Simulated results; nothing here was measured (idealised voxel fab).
process module | voxel tone inversion
Xsec cut, 170 nm wide, square cell size 5 nm.
Cross-sections here: square-cell grids, written as top-down lists of bands, a band being one or more rows of cells.
Heads up on the band format: heights come first, top then bottom, in nm. After that it's the materials left to right, each with its width in nm. A single material flagged "throughout" fills the whole band edge to edge, and "empty" means there's empty space there.
Height reference: 0 = level under which incoming wafer is all one material. Lowest band: no bottom, runs on downward, e.g. "0 -> down".
The notation "30 to 40" denotes a width that varies across the rows of cells in the band, beginning at the first number in the top row, finishing at the second number in the bottom row, and changing by an identical amount from each row to the next.
For the purposes of this document, the phrase "remained unchanged" attached to a step denotes that no cell within the cross-section was modified by that step.
Listed in "Closed cavity list": every empty space of 8 or more cells without an open way to the top. Form: width x height at distance, the distance being from the left edge, all in nm.
Past the settings on a step's line: simulator remark, on that step.
overlay nm: mask offset rightward from planned place, masked step; negative means leftward offset.

# Planned process steps
1. op RECEIVE | material Si
2. op CONFORMAL_DEP | material SiN | thk nm 10
3. op DIRECTIONAL_DEP | material polySi | thk nm 20
4. op PATTERN | tone cover | mask id POSTS | material resist | width nm 15 | pitch nm 45 | thk nm 25 | overlay nm 0
5. op DIRECTIONAL_ETCH | etch materials polySi | depth nm 20
6. op STRIP | etch materials resist
7. op FILL_DEP | material lowk | thk nm 10
8. op CMP | height nm 30
9. op STRIP | etch materials polySi
10. op CONFORMAL_DEP | material TiN | thk nm 5
11. op FILL_DEP | material Cu | thk nm 10
12. op CMP | height nm 30
13. op CONFORMAL_DEP | material SiCN | thk nm 5

# Concerning the first of two wafers, which was run in accordance with the plan

# As-received wafer cross-section (after step 1)
    0 -> down  Si throughout
    Closed cavity list: none

# The wafer in cross-section once step 2 is complete
    10 -> 0  SiN throughout
    Heights below 0 show no change.

# The wafer in cross-section once step 3 is complete
    30 -> 10  polySi throughout
    Heights below 10 show no change.

# The wafer in cross-section once step 4 is complete
    55 -> 30  30 nm empty / 15 nm resist / 30 nm empty / 15 nm resist / 30 nm empty / 15 nm resist / 35 nm empty
    Heights below 30 show no change.

# The wafer in cross-section once step 5 is complete
    55 -> 30  30 nm empty / 15 nm resist / 30 nm empty / 15 nm resist / 30 nm empty / 15 nm resist / 35 nm empty
    30 -> 10  30 nm empty / 15 nm polySi / 30 nm empty / 15 nm polySi / 30 nm empty / 15 nm polySi / 35 nm empty
    Heights below 10 show no change.

# The wafer in cross-section once step 6 is complete
    30 -> 10  30 nm empty / 15 nm polySi / 30 nm empty / 15 nm polySi / 30 nm empty / 15 nm polySi / 35 nm empty
    Heights below 10 show no change.

# The wafer in cross-section once step 7 is complete
    40 -> 30  lowk throughout
    30 -> 10  30 nm lowk / 15 nm polySi / 30 nm lowk / 15 nm polySi / 30 nm lowk / 15 nm polySi / 35 nm lowk
    Heights below 10 show no change.

# The wafer in cross-section once step 8 is complete
    30 -> 10  30 nm lowk / 15 nm polySi / 30 nm lowk / 15 nm polySi / 30 nm lowk / 15 nm polySi / 35 nm lowk
    Heights below 10 show no change.

# The wafer in cross-section once step 9 is complete
    30 -> 10  30 nm lowk / 15 nm empty / 30 nm lowk / 15 nm empty / 30 nm lowk / 15 nm empty / 35 nm lowk
    Heights below 10 show no change.

# The wafer in cross-section once step 10 is complete
    35 -> 30  35 nm TiN / 5 nm empty / 40 nm TiN / 5 nm empty / 40 nm TiN / 5 nm empty / 40 nm TiN
    30 -> 15  30 nm lowk / 5 nm TiN / 5 nm empty / 5 nm TiN / 30 nm lowk / 5 nm TiN / 5 nm empty / 5 nm TiN / 30 nm lowk / 5 nm TiN / 5 nm empty / 5 nm TiN / 35 nm lowk
    15 -> 10  30 nm lowk / 15 nm TiN / 30 nm lowk / 15 nm TiN / 30 nm lowk / 15 nm TiN / 35 nm lowk
    Heights below 10 show no change.

# The wafer in cross-section once step 11 is complete
    45 -> 35  Cu throughout
    35 -> 30  35 nm TiN / 5 nm Cu / 40 nm TiN / 5 nm Cu / 40 nm TiN / 5 nm Cu / 40 nm TiN
    30 -> 15  30 nm lowk / 5 nm TiN / 5 nm Cu / 5 nm TiN / 30 nm lowk / 5 nm TiN / 5 nm Cu / 5 nm TiN / 30 nm lowk / 5 nm TiN / 5 nm Cu / 5 nm TiN / 35 nm lowk
    Heights below 15 show no change.

# The wafer in cross-section once step 12 is complete
    30 -> 15  30 nm lowk / 5 nm TiN / 5 nm Cu / 5 nm TiN / 30 nm lowk / 5 nm TiN / 5 nm Cu / 5 nm TiN / 30 nm lowk / 5 nm TiN / 5 nm Cu / 5 nm TiN / 35 nm lowk
    Heights below 15 show no change.

# The wafer in cross-section once step 13 is complete
    35 -> 30  SiCN throughout
    Heights below 30 show no change.

# Second wafer, same starting state and plan as the first, one mistake in the run, identical through step 1

The second wafer cut through, at the time step 2 was supposed to be finished: remained unchanged

# The second wafer cut through, at the time step 3 was supposed to be finished
    20 -> 0  polySi throughout
    Heights below 0 show no change.

# The second wafer cut through, at the time step 4 was supposed to be finished
    45 -> 20  30 nm empty / 15 nm resist / 30 nm empty / 15 nm resist / 30 nm empty / 15 nm resist / 35 nm empty
    Heights below 20 show no change.

# The second wafer cut through, at the time step 5 was supposed to be finished
    45 -> 20  30 nm empty / 15 nm resist / 30 nm empty / 15 nm resist / 30 nm empty / 15 nm resist / 35 nm empty
    20 -> 0  30 nm empty / 15 nm polySi / 30 nm empty / 15 nm polySi / 30 nm empty / 15 nm polySi / 35 nm empty
    Heights below 0 show no change.

# The second wafer cut through, at the time step 6 was supposed to be finished
    20 -> 0  30 nm empty / 15 nm polySi / 30 nm empty / 15 nm polySi / 30 nm empty / 15 nm polySi / 35 nm empty
    Heights below 0 show no change.

# The second wafer cut through, at the time step 7 was supposed to be finished
    30 -> 20  lowk throughout
    20 -> 0  30 nm lowk / 15 nm polySi / 30 nm lowk / 15 nm polySi / 30 nm lowk / 15 nm polySi / 35 nm lowk
    Heights below 0 show no change.

The second wafer cut through, at the time step 8 was supposed to be finished: remained unchanged

The second wafer cut through, at the time step 9 was supposed to be finished: remained unchanged

# The second wafer cut through, at the time step 10 was supposed to be finished
    35 -> 30  TiN throughout
    Heights below 30 show no change.

# The second wafer cut through, at the time step 11 was supposed to be finished
    45 -> 35  Cu throughout
    Heights below 35 show no change.

# The second wafer cut through, at the time step 12 was supposed to be finished
    30 -> 20  lowk throughout
    Heights below 20 show no change.

# The second wafer cut through, at the time step 13 was supposed to be finished
    35 -> 30  SiCN throughout
    Heights below 30 show no change.
Want to know what went wrong? skipped: plan step 2 (never run)
The closing comparison, in cells, has the second wafer with more or fewer of some materials than the first: 9 fewer of Cu; 68 fewer of SiN; 27 fewer of TiN; 68 more of lowk; 36 more of polySi
